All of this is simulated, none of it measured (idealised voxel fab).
Process module under the name voxel wiring stack
We display cut, a cross-section 205 nm in width whose square cells are each 5 nm.
How to read a cross-section here: the picture is a grid of square cells, written as bands going from the top down, and any band can span one or more rows of cells.
Each band's line starts with the height of the band's top and of its bottom, in nm. Then come its materials from left to right, each with its width in nm. One material with "throughout" fills the band from edge to edge. "empty" is empty space.
Height 0 is the level under which the wafer as received is all one material. The lowest band goes on downwards, as in "0..down".
Width spec "30..40" -> top row of cells at first value, bottom row at second value, equal per-row change in between.
Where a step carries "nothing different", the cross-section came out of it unchanged, cell for cell.
Empty spaces counting at least 8 cells and having no open way to the top are listed in "Unvented internal voids". The notation width x height at distance is used for each, the distance being from the left edge and all three values in nm.
On a step's line, text after the settings is the simulator commenting on that step.
What "overlay nm" on a step's line means: if the step has a mask, that mask lay this far to the right of its planned place, or, when the value is negative, to the left.
Steps planned for the process
| 1 | RECEIVE (material Si) |
| 2 | CONFORMAL_DEP (material SiO2; thk nm 10) |
| 3 | DIRECTIONAL_DEP (material TiN; thk nm 5) |
| 4 | DIRECTIONAL_DEP (material Ru; thk nm 15) |
| 5 | DIRECTIONAL_DEP (material aC; thk nm 15) |
| 6 | PATTERN (tone cover; mask id METAL_1; material resist; width nm 30; pitch nm 60; thk nm 35; overlay nm 0) |
| 7 | DIRECTIONAL_ETCH (etch materials aC; depth nm 15) |
| 8 | STRIP (etch materials resist) |
| 9 | DIRECTIONAL_ETCH (etch materials Ru; depth nm 15) |
| 10 | DIRECTIONAL_ETCH (etch materials TiN; depth nm 5) |
| 11 | STRIP (etch materials aC) |
| 12 | FILL_DEP (material lowk; thk nm 5) |
| 13 | CMP (height nm 30) |
| 14 | CONFORMAL_DEP (material SiCN; thk nm 5) |
| 15 | DIRECTIONAL_DEP (material lowk; thk nm 25) |
| 16 | PATTERN (tone open; mask id METAL_2; material resist; width nm 30; pitch nm 60; thk nm 20; overlay nm 0) |
| 17 | DIRECTIONAL_ETCH (etch materials lowk; depth nm 15) |
| 18 | STRIP (etch materials resist) |
| 19 | PATTERN (tone open; mask id METAL_2_HOLES; material resist; width nm 15; pitch nm 60; thk nm 20; overlay nm 0) |
| 20 | DIRECTIONAL_ETCH (etch materials lowk; depth nm 10) |
| 21 | DIRECTIONAL_ETCH (etch materials SiCN; depth nm 5) |
| 22 | STRIP (etch materials resist) |
| 23 | CONFORMAL_DEP (material TiN; thk nm 5) |
| 24 | FILL_DEP (material Ru; thk nm 5) |
| 25 | CMP (height nm 60) |
| 26 | CONFORMAL_DEP (material SiCN; thk nm 5) |
| 27 | DIRECTIONAL_DEP (material SiO2; thk nm 10) |
| 28 | PATTERN (tone open; mask id PLUG_2; material resist; width nm 15; pitch nm 60; thk nm 20; overlay nm 0) |
| 29 | DIRECTIONAL_ETCH (etch materials SiO2; depth nm 10) |
| 30 | DIRECTIONAL_ETCH (etch materials SiCN; depth nm 5) |
| 31 | STRIP (etch materials resist) |
| 32 | CONFORMAL_DEP (material TiN; thk nm 5) |
| 33 | FILL_DEP (material W; thk nm 5) |
| 34 | CMP (height nm 75) |
| 35 | CONFORMAL_DEP (material SiN; thk nm 5) |
| 36 | DIRECTIONAL_DEP (material lowk; thk nm 20) |
| 37 | DIRECTIONAL_DEP (material aC; thk nm 15) |
| 38 | PATTERN (tone open; mask id METAL_3; material resist; width nm 30; pitch nm 60; thk nm 30; overlay nm 0) |
| 39 | DIRECTIONAL_ETCH (etch materials aC; depth nm 15) |
| 40 | STRIP (etch materials resist) |
| 41 | DIRECTIONAL_ETCH (etch materials lowk; depth nm 20) |
| 42 | DIRECTIONAL_ETCH (etch materials SiN; depth nm 5) |
| 43 | STRIP (etch materials aC) |
| 44 | CONFORMAL_DEP (material TiN; thk nm 5) |
| 45 | FILL_DEP (material Ru; thk nm 5) |
| 46 | CMP (height nm 100) |
| 47 | CONFORMAL_DEP (material SiN; thk nm 5) |
Received-state cross-section, reflecting completion of step 1
* 0..down: Si throughout
* Unvented internal voids: none
The first of two wafers, cross-sectioned at the end of the module, with the run proceeding as planned
* 105..100: SiN throughout
* 100..80: 55 of lowk / 5 of TiN / 20 of Ru / 5 of TiN / 30 of lowk / 5 of TiN / 20 of Ru / 5 of TiN / 60 of lowk
* 80..75: 55 of SiN / 30 of TiN / 30 of SiN / 30 of TiN / 60 of SiN
* 75..65: 55 of SiO2 / 5 of TiN / 5 of W / 5 of TiN / 45 of SiO2 / 5 of TiN / 5 of W / 5 of TiN / 75 of SiO2
* 65..60: 55 of SiCN / 15 of TiN / 45 of SiCN / 15 of TiN / 75 of SiCN
* 60..50: 55 of lowk / 5 of TiN / 20 of Ru / 5 of TiN / 30 of lowk / 5 of TiN / 20 of Ru / 5 of TiN / 60 of lowk
* 50..45: 55 of lowk / 5 of TiN / 5 of Ru / 20 of TiN / 30 of lowk / 5 of TiN / 5 of Ru / 20 of TiN / 60 of lowk
* 45..35: 55 of lowk / 5 of TiN / 5 of Ru / 5 of TiN / 45 of lowk / 5 of TiN / 5 of Ru / 5 of TiN / 75 of lowk
* 35..30: 55 of SiCN / 15 of TiN / 45 of SiCN / 15 of TiN / 75 of SiCN
* 30..15: 55 of lowk / 30 of Ru / 30 of lowk / 30 of Ru / 60 of lowk
* 15..10: 55 of lowk / 30 of TiN / 30 of lowk / 30 of TiN / 60 of lowk
* 10..0: SiO2 throughout
* 0..down: Si throughout
* Unvented internal voids: none
This cross-section belongs to the second wafer of two at the end of the module; the start and the plan were shared with the first, and the run included one mistake
* 105..100: SiN throughout
* 100..80: 55 of lowk / 5 of TiN / 20 of Ru / 5 of TiN / 30 of lowk / 5 of TiN / 20 of Ru / 5 of TiN / 60 of lowk
* 80..75: 55 of SiN / 30 of TiN / 30 of SiN / 30 of TiN / 60 of SiN
* 75..65: 55 of SiO2 / 5 of TiN / 5 of W / 5 of TiN / 45 of SiO2 / 5 of TiN / 5 of W / 5 of TiN / 75 of SiO2
* 65..60: 55 of SiCN / 15 of TiN / 45 of SiCN / 15 of TiN / 75 of SiCN
* 60..50: 45 of lowk / 5..15 of TiN / 30..20 of Ru / 5 of TiN / 20 of lowk / 5..15 of TiN / 30..20 of Ru / 5 of TiN / 60 of lowk
* 50..45: 55 of lowk / 30 of TiN / 30 of lowk / 30 of TiN / 60 of lowk
* 45..35: 55 of lowk / 5 of TiN / 55 of lowk / 5 of TiN / 85 of lowk
* 35..30: 55 of SiCN / 5 of TiN / 55 of SiCN / 5 of TiN / 85 of SiCN
* 30..15: 55 of lowk / 30 of Ru / 30 of lowk / 30 of Ru / 60 of lowk
* 15..10: 55 of lowk / 30 of TiN / 30 of lowk / 30 of TiN / 60 of lowk
* 10..0: SiO2 throughout
* 0..down: Si throughout
* Unvented internal voids: none
The plan and the run diverged here: step 19 went in with a setting other than planned; the actual run was PATTERN (tone open; mask id METAL_2_HOLES; material resist; width nm 15; pitch nm 60; thk nm 20; overlay nm -10)
Final comparison by cell count, materials where the second wafer has more or fewer than the first: -2 Ru | +4 SiCN | -2 TiN
